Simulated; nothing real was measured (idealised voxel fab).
This is a process module. Its name is voxel spacer lines.
It is cross-section cut that appears here, measuring 195 nm in width, its square cells being 5 nm in size.
Think of the cross-section as a grid of square cells. We describe it in bands, top to bottom, and each band covers one or more rows of those cells.
A band entry consists of two parts. The first gives the height of the band's top and the height of its bottom, in nm. The rest lists the band's materials from left to right, each with its width in nm. A single material labelled with the word "edge to edge" fills the band from edge to edge, and the word "empty" marks empty space.
Height is counted from the level 0, under which the received wafer is composed throughout of one material. The lowest of the bands is not closed at the bottom but continues downward, in the notation "0 down".
Note: "30..40" means the width goes from the first number (top row of the band) to the second number (bottom row) in equal steps per row of cells.
Key: "all unchanged" - step with no changed cell in the cross-section.
Any empty space of 8 cells or more lacking an open way to the top shows up in "Sealed internal voids" as width x height at distance, distance from the left edge, in nm.
It should be noted that, on the line of a given step, the content following the step's settings is a remark produced by the simulator itself with respect to that step.
"overlay nm" denotes, for a step that has a mask, the displacement of the mask to the right of its planned place, with negative values corresponding to the left.

[Process steps foreseen in the plan]
1: RECEIVE with material Si
2: CONFORMAL_DEP with material Al2O3, thk nm 10
3: DIRECTIONAL_DEP with material polySi, thk nm 10
4: DIRECTIONAL_DEP with material aC, thk nm 25
5: PATTERN with tone cover, mask id MANDREL, material resist, width nm 15, pitch nm 50, thk nm 35, overlay nm 0
6: DIRECTIONAL_ETCH with etch materials aC, depth nm 25
7: STRIP with etch materials resist
8: CONFORMAL_DEP with material SiO2, thk nm 10
9: DIRECTIONAL_ETCH with etch materials SiO2, depth nm 10
10: STRIP with etch materials aC
11: DIRECTIONAL_ETCH with etch materials polySi, depth nm 10
12: STRIP with etch materials SiO2

[Below: the first of two wafers, run as planned]

[Cross-section of the wafer upon arrival, representing the state reached after step 1]
0 down  Si edge to edge
Sealed internal voids: none

[Take a look at the wafer's cross-section after step 2]
10 to 0  Al2O3 edge to edge
Below 0, no change.

[Take a look at the wafer's cross-section after step 3]
20 to 10  polySi edge to edge
Below 10, no change.

[Take a look at the wafer's cross-section after step 4]
45 to 20  aC edge to edge
Below 20, no change.

[Take a look at the wafer's cross-section after step 5]
80 to 45  empty 40  resist 15  empty 35  resist 15  empty 35  resist 15  empty 40
Below 45, no change.

[Take a look at the wafer's cross-section after step 6]
55 to 45  empty 40  resist 15  empty 35  resist 15  empty 35  resist 15  empty 40
45 to 20  empty 40  aC 15  empty 35  aC 15  empty 35  aC 15  empty 40
Below 20, no change.

[Take a look at the wafer's cross-section after step 7]
45 to 20  empty 40  aC 15  empty 35  aC 15  empty 35  aC 15  empty 40
Below 20, no change.

[Take a look at the wafer's cross-section after step 8]
55 to 45  empty 30  SiO2 35  empty 15  SiO2 35  empty 15  SiO2 35  empty 30
45 to 30  empty 30  SiO2 10  aC 15  SiO2 10  empty 15  SiO2 10  aC 15  SiO2 10  empty 15  SiO2 10  aC 15  SiO2 10  empty 30
30 to 20  SiO2 40  aC 15  SiO2 35  aC 15  SiO2 35  aC 15  SiO2 40
Below 20, no change.

[Take a look at the wafer's cross-section after step 9]
45 to 20  empty 30  SiO2 10  aC 15  SiO2 10  empty 15  SiO2 10  aC 15  SiO2 10  empty 15  SiO2 10  aC 15  SiO2 10  empty 30
Below 20, no change.

[Take a look at the wafer's cross-section after step 10]
45 to 20  empty 30  SiO2 10  empty 15  SiO2 10  empty 15  SiO2 10  empty 15  SiO2 10  empty 15  SiO2 10  empty 15  SiO2 10  empty 30
Below 20, no change.

[Take a look at the wafer's cross-section after step 11]
45 to 20  empty 30  SiO2 10  empty 15  SiO2 10  empty 15  SiO2 10  empty 15  SiO2 10  empty 15  SiO2 10  empty 15  SiO2 10  empty 30
20 to 10  empty 30  polySi 10  empty 15  polySi 10  empty 15  polySi 10  empty 15  polySi 10  empty 15  polySi 10  empty 15  polySi 10  empty 30
Below 10, no change.

[Take a look at the wafer's cross-section after step 12]
20 to 10  empty 30  polySi 10  empty 15  polySi 10  empty 15  polySi 10  empty 15  polySi 10  empty 15  polySi 10  empty 15  polySi 10  empty 30
Below 10, no change.

[Second wafer: same start and same plan as the first, one execution error; identical to the first through step 10]

[Cross-sectional representation of the second wafer at the time designated in the plan for the completion of step 11]
45 to 20  empty 30  SiO2 10  empty 15  SiO2 10  empty 15  SiO2 10  empty 15  SiO2 10  empty 15  SiO2 10  empty 15  SiO2 10  empty 30
20 to 10  empty 30  polySi 10  empty 15  polySi 10  empty 15  polySi 10  empty 15  polySi 10  empty 15  polySi 10  empty 15  polySi 10  empty 30
Below 10, no change.

[Cross-sectional representation of the second wafer at the time designated in the plan for the completion of step 12]
20 to 10  empty 30  polySi 10  empty 15  polySi 10  empty 15  polySi 10  empty 15  polySi 10  empty 15  polySi 10  empty 15  polySi 10  empty 30
Below 10, no change.
What was done differently from what was planned? the plan's step 11 ran twice
Outcome: the two wafer cross-sections end up identical, and the model's computation is unaffected by the mistake.
